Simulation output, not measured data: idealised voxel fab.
The process module presented herein is designated voxel gate over fins.
Displayed cross-section: cut, width of 295 nm, square cells sized 5 nm.
Reading order for cross-sections: top band down to bottom band. Underlying form: a grid of square cells. Band size: one or more rows of cells. Each band's line starts with the height of the band's top and of its bottom, in nm. Then come its materials from left to right, each with its width in nm. One material with "full width" fills the band from edge to edge. "blank" is empty space. Beneath 0, the wafer as received is one material, and that level is where height counting begins. The lowest band goes on downward without a bottom; it is written like "top 0, no bottom". Top row gets the first number, bottom row gets the second, and each row in between changes by the same step: that is how a band width like "30 to 40" works. Step marked "stayed the same"? Then no cell in the cross-section changed in it. So "Trapped void list" is basically the list of trapped voids: any empty space of 8 cells or more that can't reach the top through an opening. They're written width x height at distance, the distance being from the left edge, and it's all nm. If you see something after the settings on a step's line, that's the simulator's own remark about that step. overlay nm: mask offset rightward from planned place, masked step; negative means leftward offset.

**Process steps (planned)**
step 1: RECEIVE: material Si
step 2: CONFORMAL_DEP: material SiN, thk nm 5
step 3: MASKED_ETCH: tone cover, mask id FINS, width nm 15, pitch nm 40, etch materials SiN, depth nm 5, overlay nm 0
step 4: MASKED_ETCH: tone cover, mask id FINS, width nm 15, pitch nm 40, etch materials Si, depth nm 35, overlay nm 0
step 5: OXIDIZE: depth nm 5
step 6: FILL_DEP: material SiO2, thk nm 15
step 7: CMP: height nm 5
step 8: SELECTIVE_ETCH: etch materials SiO2, depth nm 15
step 9: STRIP: etch materials SiN
step 10: CONFORMAL_DEP: material HfO2, thk nm 5
step 11: CONFORMAL_DEP: material TiN, thk nm 5
step 12: CONFORMAL_DEP: material TiAl, thk nm 5
step 13: CONFORMAL_DEP: material TiN, thk nm 5
step 14: FILL_DEP: material W, thk nm 15
step 15: CMP: height nm 30
step 16: CONFORMAL_DEP: material SiN, thk nm 10

**Concerning the first of two wafers, which was run in accordance with the plan**

**This is the cross-section of the wafer as we received it, i.e. after step 1**
top 0, no bottom = Si full width
Trapped void list: none

**Take a look at the wafer's cross-section after step 2**
top 5, bottom 0 = SiN full width
At heights below 0, the structure remains unaltered.

**Take a look at the wafer's cross-section after step 3**
top 5, bottom 0 = 120 of blank / 15 of SiN / 25 of blank / 15 of SiN / 120 of blank
At heights below 0, the structure remains unaltered.

**Take a look at the wafer's cross-section after step 4**
top 5, bottom 0 = 120 of blank / 15 of SiN / 25 of blank / 15 of SiN / 120 of blank
top 0, bottom -35 = 120 of blank / 15 of Si / 25 of blank / 15 of Si / 120 of blank
At heights below -35, the structure remains unaltered.

**Take a look at the wafer's cross-section after step 5**
top 5, bottom 0 = 120 of blank / 15 of SiN / 25 of blank / 15 of SiN / 120 of blank
top 0, bottom -35 = 120 of blank / 5 of SiO2 / 5 of Si / 5 of SiO2 / 25 of blank / 5 of SiO2 / 5 of Si / 5 of SiO2 / 120 of blank
top -35, bottom -40 = 125 of SiO2 / 5 of Si / 35 of SiO2 / 5 of Si / 125 of SiO2
At heights below -40, the structure remains unaltered.

**Take a look at the wafer's cross-section after step 6**
top 20, bottom 5 = SiO2 full width
top 5, bottom 0 = 120 of SiO2 / 15 of SiN / 25 of SiO2 / 15 of SiN / 120 of SiO2
top 0, bottom -40 = 125 of SiO2 / 5 of Si / 35 of SiO2 / 5 of Si / 125 of SiO2
At heights below -40, the structure remains unaltered.

**Take a look at the wafer's cross-section after step 7**
top 5, bottom 0 = 120 of SiO2 / 15 of SiN / 25 of SiO2 / 15 of SiN / 120 of SiO2
At heights below 0, the structure remains unaltered.

**Take a look at the wafer's cross-section after step 8**
top 5, bottom 0 = 120 of blank / 15 of SiN / 25 of blank / 15 of SiN / 120 of blank
top 0, bottom -10 = 125 of blank / 5 of Si / 35 of blank / 5 of Si / 125 of blank
At heights below -10, the structure remains unaltered.

**Take a look at the wafer's cross-section after step 9**
top 0, bottom -10 = 125 of blank / 5 of Si / 35 of blank / 5 of Si / 125 of blank
At heights below -10, the structure remains unaltered.

**Take a look at the wafer's cross-section after step 10**
top 5, bottom 0 = 120 of blank / 15 of HfO2 / 25 of blank / 15 of HfO2 / 120 of blank
top 0, bottom -5 = 120 of blank / 5 of HfO2 / 5 of Si / 5 of HfO2 / 25 of blank / 5 of HfO2 / 5 of Si / 5 of HfO2 / 120 of blank
top -5, bottom -10 = 125 of HfO2 / 5 of Si / 35 of HfO2 / 5 of Si / 125 of HfO2
At heights below -10, the structure remains unaltered.

**Take a look at the wafer's cross-section after step 11**
top 10, bottom 5 = 115 of blank / 25 of TiN / 15 of blank / 25 of TiN / 115 of blank
top 5, bottom 0 = 115 of blank / 5 of TiN / 15 of HfO2 / 5 of TiN / 15 of blank / 5 of TiN / 15 of HfO2 / 5 of TiN / 115 of blank
top 0, bottom -5 = 120 of TiN / 5 of HfO2 / 5 of Si / 5 of HfO2 / 25 of TiN / 5 of HfO2 / 5 of Si / 5 of HfO2 / 120 of TiN
At heights below -5, the structure remains unaltered.

**Take a look at the wafer's cross-section after step 12**
top 15, bottom 10 = 110 of blank / 35 of TiAl / 5 of blank / 35 of TiAl / 110 of blank
top 10, bottom 5 = 110 of blank / 5 of TiAl / 25 of TiN / 5 of TiAl / 5 of blank / 5 of TiAl / 25 of TiN / 5 of TiAl / 110 of blank
top 5, bottom 0 = 115 of TiAl / 5 of TiN / 15 of HfO2 / 5 of TiN / 15 of TiAl / 5 of TiN / 15 of HfO2 / 5 of TiN / 115 of TiAl
At heights below 0, the structure remains unaltered.

**Take a look at the wafer's cross-section after step 13**
top 20, bottom 15 = 105 of blank / 85 of TiN / 105 of blank
top 15, bottom 10 = 105 of blank / 5 of TiN / 35 of TiAl / 5 of TiN / 35 of TiAl / 5 of TiN / 105 of blank
top 10, bottom 5 = 110 of TiN / 5 of TiAl / 25 of TiN / 5 of TiAl / 5 of TiN / 5 of TiAl / 25 of TiN / 5 of TiAl / 110 of TiN
At heights below 5, the structure remains unaltered.

**Take a look at the wafer's cross-section after step 14**
top 35, bottom 20 = W full width
top 20, bottom 15 = 105 of W / 85 of TiN / 105 of W
top 15, bottom 10 = 105 of W / 5 of TiN / 35 of TiAl / 5 of TiN / 35 of TiAl / 5 of TiN / 105 of W
At heights below 10, the structure remains unaltered.

**Take a look at the wafer's cross-section after step 15**
top 30, bottom 20 = W full width
At heights below 20, the structure remains unaltered.

**Take a look at the wafer's cross-section after step 16**
top 40, bottom 30 = SiN full width
At heights below 30, the structure remains unaltered.

**The second wafer began exactly as the first did and followed the same plan, but one mistake was made while running it; through step 7 inclusive, the two wafers are identical**

**Second wafer, cut view, end of step 8 per plan**
top 5, bottom 0 = 120 of blank / 15 of SiN / 25 of blank / 15 of SiN / 120 of blank
top 0, bottom -25 = 125 of blank / 5 of Si / 35 of blank / 5 of Si / 125 of blank
At heights below -25, the structure remains unaltered.

**Second wafer, cut view, end of step 9 per plan**
top 0, bottom -25 = 125 of blank / 5 of Si / 35 of blank / 5 of Si / 125 of blank
At heights below -25, the structure remains unaltered.

**Second wafer, cut view, end of step 10 per plan**
top 5, bottom 0 = 120 of blank / 15 of HfO2 / 25 of blank / 15 of HfO2 / 120 of blank
top 0, bottom -20 = 120 of blank / 5 of HfO2 / 5 of Si / 5 of HfO2 / 25 of blank / 5 of HfO2 / 5 of Si / 5 of HfO2 / 120 of blank
top -20, bottom -25 = 125 of HfO2 / 5 of Si / 35 of HfO2 / 5 of Si / 125 of HfO2
At heights below -25, the structure remains unaltered.

**Second wafer, cut view, end of step 11 per plan**
top 10, bottom 5 = 115 of blank / 25 of TiN / 15 of blank / 25 of TiN / 115 of blank
top 5, bottom 0 = 115 of blank / 5 of TiN / 15 of HfO2 / 5 of TiN / 15 of blank / 5 of TiN / 15 of HfO2 / 5 of TiN / 115 of blank
top 0, bottom -15 = 115 of blank / 5 of TiN / 5 of HfO2 / 5 of Si / 5 of HfO2 / 5 of TiN / 15 of blank / 5 of TiN / 5 of HfO2 / 5 of Si / 5 of HfO2 / 5 of TiN / 115 of blank
top -15, bottom -20 = 120 of TiN / 5 of HfO2 / 5 of Si / 5 of HfO2 / 25 of TiN / 5 of HfO2 / 5 of Si / 5 of HfO2 / 120 of TiN
At heights below -20, the structure remains unaltered.

**Second wafer, cut view, end of step 12 per plan**
top 15, bottom 10 = 110 of blank / 35 of TiAl / 5 of blank / 35 of TiAl / 110 of blank
top 10, bottom 5 = 110 of blank / 5 of TiAl / 25 of TiN / 5 of TiAl / 5 of blank / 5 of TiAl / 25 of TiN / 5 of TiAl / 110 of blank
top 5, bottom 0 = 110 of blank / 5 of TiAl / 5 of TiN / 15 of HfO2 / 5 of TiN / 5 of TiAl / 5 of blank / 5 of TiAl / 5 of TiN / 15 of HfO2 / 5 of TiN / 5 of TiAl / 110 of blank
top 0, bottom -10 = 110 of blank / 5 of TiAl / 5 of TiN / 5 of HfO2 / 5 of Si / 5 of HfO2 / 5 of TiN / 5 of TiAl / 5 of blank / 5 of TiAl / 5 of TiN / 5 of HfO2 / 5 of Si / 5 of HfO2 / 5 of TiN / 5 of TiAl / 110 of blank
top -10, bottom -15 = 115 of TiAl / 5 of TiN / 5 of HfO2 / 5 of Si / 5 of HfO2 / 5 of TiN / 15 of TiAl / 5 of TiN / 5 of HfO2 / 5 of Si / 5 of HfO2 / 5 of TiN / 115 of TiAl
At heights below -15, the structure remains unaltered.

**Second wafer, cut view, end of step 13 per plan**
top 20, bottom 15 = 105 of blank / 85 of TiN / 105 of blank
top 15, bottom 10 = 105 of blank / 5 of TiN / 35 of TiAl / 5 of TiN / 35 of TiAl / 5 of TiN / 105 of blank
top 10, bottom 5 = 105 of blank / 5 of TiN / 5 of TiAl / 25 of TiN / 5 of TiAl / 5 of TiN / 5 of TiAl / 25 of TiN / 5 of TiAl / 5 of TiN / 105 of blank
top 5, bottom 0 = 105 of blank / 5 of TiN / 5 of TiAl / 5 of TiN / 15 of HfO2 / 5 of TiN / 5 of TiAl / 5 of TiN / 5 of TiAl / 5 of TiN / 15 of HfO2 / 5 of TiN / 5 of TiAl / 5 of TiN / 105 of blank
top 0, bottom -5 = 105 of blank / 5 of TiN / 5 of TiAl / 5 of TiN / 5 of HfO2 / 5 of Si / 5 of HfO2 / 5 of TiN / 5 of TiAl / 5 of TiN / 5 of TiAl / 5 of TiN / 5 of HfO2 / 5 of Si / 5 of HfO2 / 5 of TiN / 5 of TiAl / 5 of TiN / 105 of blank
top -5, bottom -10 = 110 of TiN / 5 of TiAl / 5 of TiN / 5 of HfO2 / 5 of Si / 5 of HfO2 / 5 of TiN / 5 of TiAl / 5 of TiN / 5 of TiAl / 5 of TiN / 5 of HfO2 / 5 of Si / 5 of HfO2 / 5 of TiN / 5 of TiAl / 110 of TiN
At heights below -10, the structure remains unaltered.

**Second wafer, cut view, end of step 14 per plan**
top 35, bottom 20 = W full width
top 20, bottom 15 = 105 of W / 85 of TiN / 105 of W
top 15, bottom 10 = 105 of W / 5 of TiN / 35 of TiAl / 5 of TiN / 35 of TiAl / 5 of TiN / 105 of W
top 10, bottom 5 = 105 of W / 5 of TiN / 5 of TiAl / 25 of TiN / 5 of TiAl / 5 of TiN / 5 of TiAl / 25 of TiN / 5 of TiAl / 5 of TiN / 105 of W
top 5, bottom 0 = 105 of W / 5 of TiN / 5 of TiAl / 5 of TiN / 15 of HfO2 / 5 of TiN / 5 of TiAl / 5 of TiN / 5 of TiAl / 5 of TiN / 15 of HfO2 / 5 of TiN / 5 of TiAl / 5 of TiN / 105 of W
top 0, bottom -5 = 105 of W / 5 of TiN / 5 of TiAl / 5 of TiN / 5 of HfO2 / 5 of Si / 5 of HfO2 / 5 of TiN / 5 of TiAl / 5 of TiN / 5 of TiAl / 5 of TiN / 5 of HfO2 / 5 of Si / 5 of HfO2 / 5 of TiN / 5 of TiAl / 5 of TiN / 105 of W
At heights below -5, the structure remains unaltered.

**Second wafer, cut view, end of step 15 per plan**
top 30, bottom 20 = W full width
At heights below 20, the structure remains unaltered.

**Second wafer, cut view, end of step 16 per plan**
top 40, bottom 30 = SiN full width
At heights below 30, the structure remains unaltered.
Against the plan, the run slipped here: plan step 8 ran twice
FYI, end of process, the second wafer has more or fewer cells of some materials than the first: HfO2: 12 more | SiO2: 171 fewer | TiAl: 12 more | TiN: 21 more | W: 126 more
